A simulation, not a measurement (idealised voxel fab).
This is a process module. Its name is voxel ribs on slabs.
cross-section cut | 295 nm wide | cells 5 nm
Cross-sections here: square-cell grids, written as top-down lists of bands, a band being one or more rows of cells.
Band: top and bottom heights (nm) first, top before bottom; then materials from left to right, widths in nm. "throughout" marks a sole material filling the band edge to edge. "blank" denotes empty space.
Beneath 0, the wafer as received is one material, and that level is where height counting begins. The lowest band goes on downward without a bottom; it is written like "0 nm and below".
You'd read "30 to 40" like this: the band's top row of cells is as wide as the first number, its bottom row is as wide as the second, and going down, every row changes width by the same amount as the row before did.
When a step is marked "no alterations made", none of the cells in the cross-section changed during that step.
Under "Enclosed internal cavities" you'll find the enclosed gaps, the ones with no way out to the top, that are 8 cells or bigger; each reads width x height at distance, with distance counted from the left edge, everything in nm.
The remark found on a step's line after its settings is issued by the simulator itself and pertains to that step.
The line of a step may include "overlay nm". On a step with a mask, this value is how far to the right of its planned place the mask lay. A negative value means the mask lay to the left.
# The process steps that were planned are listed below
1,RECEIVE, material Si
2,DIRECTIONAL_DEP, material SiO2, thk nm 20
3,DIRECTIONAL_DEP, material polySi, thk nm 25
4,DIRECTIONAL_DEP, material aC, thk nm 10
5,PATTERN, tone cover, mask id RIB, material resist, width nm 15, thk nm 30, overlay nm 0
6,DIRECTIONAL_ETCH, etch materials aC, depth nm 10
7,STRIP, etch materials resist
8,DIRECTIONAL_ETCH, etch materials polySi, depth nm 15
9,STRIP, etch materials aC
10,DIRECTIONAL_DEP, material aC, thk nm 15
11,PATTERN, tone cover, mask id SLAB, material resist, width nm 55, thk nm 35, overlay nm 0
12,DIRECTIONAL_ETCH, etch materials aC, depth nm 15
13,STRIP, etch materials resist
14,DIRECTIONAL_ETCH, etch materials polySi, depth nm 10
15,STRIP, etch materials aC
16,FILL_DEP, material SiO2, thk nm 15
17,CMP, height nm 55
18,DIRECTIONAL_DEP, material TiN, thk nm 10
19,PATTERN, tone cover, mask id HEATER, material resist, width nm 25, thk nm 20, overlay nm 0
20,DIRECTIONAL_ETCH, etch materials TiN, depth nm 10
21,STRIP, etch materials resist
22,CONFORMAL_DEP, material SiO2, thk nm 5
# as received, after step 1
    0 nm and below  Si throughout
    Enclosed internal cavities: none
# Wafer cross-section at end of module: start and plan as shown above, one execution error
    70 nm to 65 nm  blank: 130; SiO2: 35; blank: 130
    65 nm to 60 nm  blank: 130; SiO2: 5; TiN: 25; SiO2: 5; blank: 130
    60 nm to 55 nm  SiO2: 135; TiN: 25; SiO2: 135
    55 nm to 0 nm  SiO2 throughout
    0 nm and below  Si throughout
    Enclosed internal cavities: none
Run error: step 3 changed vs plan, executed as DIRECTIONAL_DEP, material SiO2, thk nm 25
